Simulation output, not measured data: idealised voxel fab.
process module | voxel quadruple lines
cross-section cut | 190 nm wide | cells 5 nm
A cross-section is a grid of square cells, given in bands from the top down. A band is one or more rows of cells.
Each band's line starts with the height of the band's top and of its bottom, in nm. Then come its materials from left to right, each with its width in nm. One material with "throughout" fills the band from edge to edge. "air" is empty space.
Height 0 is the level under which the wafer as received is all one material. The lowest band goes on downwards, as in "0 down".
A width such as "30 to 40" changes by the same amount from each row of cells to the next, from the band's top row to its bottom row.
"no change" after a step means that no cell of the cross-section changed.
closed voids: empty space of 8 cells or more with no open way to the top, each as width x height at its distance from the left edge, in nm
after a step's settings: what the simulator itself notes on the step
overlay nm, on a step with a mask: how far to the right of its planned place the mask lay; to the left if negative
plan
1 op RECEIVE | material Si
2 op CONFORMAL_DEP | material SiO2 | thk nm 10
3 op DIRECTIONAL_DEP | material W | thk nm 15
4 op DIRECTIONAL_DEP | material polySi | thk nm 15
5 op DIRECTIONAL_DEP | material aC | thk nm 25
6 op PATTERN | tone cover | mask id MANDREL | material resist | width nm 20 | pitch nm 60 | thk nm 30 | overlay nm 0
7 op DIRECTIONAL_ETCH | etch materials aC | depth nm 25
8 op STRIP | etch materials resist
9 op CONFORMAL_DEP | material SiO2 | thk nm 10
10 op DIRECTIONAL_ETCH | etch materials SiO2 | depth nm 10
11 op STRIP | etch materials aC
12 op DIRECTIONAL_ETCH | etch materials polySi | depth nm 15
13 op STRIP | etch materials SiO2
14 op CONFORMAL_DEP | material SiCN | thk nm 5
15 op DIRECTIONAL_ETCH | etch materials SiCN | depth nm 5
16 op STRIP | etch materials polySi
17 op DIRECTIONAL_ETCH | etch materials W | depth nm 15
18 op STRIP | etch materials SiCN
as received, after step 1
  0 down: Si throughout
  closed voids: none
first wafer at the end, as planned
  25 to 10: air 40 | W 5 | air 10 | W 5 | air 10 | W 5 | air 10 | W 5 | air 10 | W 5 | air 10 | W 5 | air 10 | W 5 | air 10 | W 5 | air 40
  10 to 0: SiO2 throughout
  0 down: Si throughout
  closed voids: none
second wafer at the end: like start, like plan, one mistake
  25 to 10: air 40 | W 20 | air 10 | W 20 | air 10 | W 20 | air 10 | W 20 | air 40
  10 to 0: SiO2 throughout
  0 down: Si throughout
  closed voids: none
what went wrong: steps 16 and 17 were swapped
at the end the second wafer has, in cells: 24 more of W
